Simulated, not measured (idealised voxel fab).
Module name: voxel capacitor over wiring (process module)
This is section cut - it's 170 nm across, gridded in 5 nm square cells.
When this document writes out a cross-section, it uses a grid of square cells and lists it as bands, beginning at the top and moving down, with a band standing for one or more rows of cells. Basically the band line says how high the top is and how high the bottom is, in nm, and then what's in it from left to right, every material with its width in nm. Empty space shows up as "empty", and if a single material carries "full width" it runs the full band edge to edge. It should be noted that heights are counted from 0, beneath which the wafer as supplied is of one material throughout, and that the lowest band possesses no lower boundary but continues downward, as written in "0 nm and below". With a width like "30->40", each row of cells in the band differs from the next by the same amount, the top row carrying the first number and the bottom row the second. Step note "remains unaltered" = no cross-section cell changed. "Cavities, closed" contains a list of empty spaces, each no smaller than 8 cells and without an open way to the top, written in the form width x height at distance with the distance from the left edge and all three in nm. Text after the settings on a step's line: the simulator's own remark on that step. Among the settings permitted on a step's line is "overlay nm"; applied to a step with a mask, it specifies the extent to which the mask lay to the right of its planned position, whereas a negative figure signifies a position to the left.
PROCESS STEPS - PLAN
1) RECEIVE | material Si
2) CONFORMAL_DEP | material SiO2 | thk nm 10
3) DIRECTIONAL_DEP | material TiN | thk nm 5
4) DIRECTIONAL_DEP | material Ru | thk nm 15
5) DIRECTIONAL_DEP | material aC | thk nm 15
6) PATTERN | tone cover | mask id METAL_1 | material resist | width nm 20 | pitch nm 80 | thk nm 35 | overlay nm 0
7) DIRECTIONAL_ETCH | etch materials aC | depth nm 15
8) STRIP | etch materials resist
9) DIRECTIONAL_ETCH | etch materials Ru | depth nm 15
10) DIRECTIONAL_ETCH | etch materials TiN | depth nm 5
11) STRIP | etch materials aC
12) FILL_DEP | material SiO2 | thk nm 10
13) CMP | height nm 30
14) CONFORMAL_DEP | material SiCN | thk nm 5
15) DIRECTIONAL_DEP | material lowk | thk nm 15
16) DIRECTIONAL_DEP | material aC | thk nm 15
17) PATTERN | tone open | mask id PLUG_1 | material resist | width nm 15 | thk nm 30 | overlay nm 0
18) DIRECTIONAL_ETCH | etch materials aC | depth nm 15
19) STRIP | etch materials resist
20) DIRECTIONAL_ETCH | etch materials lowk | depth nm 15
21) DIRECTIONAL_ETCH | etch materials SiCN | depth nm 5
22) STRIP | etch materials aC
23) CONFORMAL_DEP | material TiN | thk nm 5
24) FILL_DEP | material W | thk nm 5
25) CMP | height nm 50
26) DIRECTIONAL_DEP | material TiN | thk nm 10
27) DIRECTIONAL_DEP | material SiN | thk nm 5
28) DIRECTIONAL_DEP | material TiN | thk nm 10
29) MASKED_ETCH | tone cover | mask id UPPER_PLATE | width nm 55 | etch materials TiN | depth nm 10 | overlay nm 0
30) MASKED_ETCH | tone cover | mask id UPPER_PLATE | width nm 65 | etch materials SiN | depth nm 5 | overlay nm 0
31) PATTERN | tone cover | mask id LOWER_PLATE | material resist | width nm 75 | thk nm 20 | overlay nm 0
32) DIRECTIONAL_ETCH | etch materials TiN | depth nm 10
33) STRIP | etch materials resist
34) FILL_DEP | material SiO2 | thk nm 15
35) CMP | height nm 85
36) DIRECTIONAL_DEP | material aC | thk nm 15
37) PATTERN | tone open | mask id PLUG_2 | material resist | width nm 15 | thk nm 30 | overlay nm 0
38) DIRECTIONAL_ETCH | etch materials aC | depth nm 15
39) STRIP | etch materials resist
40) DIRECTIONAL_ETCH | etch materials SiO2 | depth nm 10
41) STRIP | etch materials aC
42) CONFORMAL_DEP | material TiN | thk nm 5
43) FILL_DEP | material Cu | thk nm 5
44) CMP | height nm 85
45) CONFORMAL_DEP | material SiN | thk nm 5
The plan's step 29 width nm is the first wafer's value; the wafers differ in this setting and start identical.
SO THIS IS THE FIRST OF SEVERAL WAFERS, CROSS-SECTIONED AS IT CAME TO US, MEANING IT'S AT THE END OF STEP 1
  0 nm and below  Si full width
  Cavities, closed: none
TABLE: WAFERS, A ROW EACH; END-OF-MODULE CELL CHANGE PER MATERIAL SINCE RECEIPT, GAIN (+), LOSS (-); THEN CLOSED VOIDS
width nm 55 | +1 Cu | +24 Ru | +31 SiCN | +47 SiN | +339 SiO2 | +74 TiN | +3 W | +93 lowk | Cavities, closed: none
width nm 60 | +1 Cu | +24 Ru | +31 SiCN | +47 SiN | +337 SiO2 | +76 TiN | +3 W | +93 lowk | Cavities, closed: none
width nm 65 | +1 Cu | +24 Ru | +31 SiCN | +47 SiN | +335 SiO2 | +78 TiN | +3 W | +93 lowk | Cavities, closed: none
width nm 70 | +1 Cu | +24 Ru | +31 SiCN | +48 SiN | +332 SiO2 | +80 TiN | +3 W | +93 lowk | Cavities, closed: none
width nm 75 | +1 Cu | +24 Ru | +31 SiCN | +49 SiN | +329 SiO2 | +82 TiN | +3 W | +93 lowk | Cavities, closed: none
width nm 80 | +1 Cu | +24 Ru | +31 SiCN | +50 SiN | +326 SiO2 | +84 TiN | +3 W | +93 lowk | Cavities, closed: none
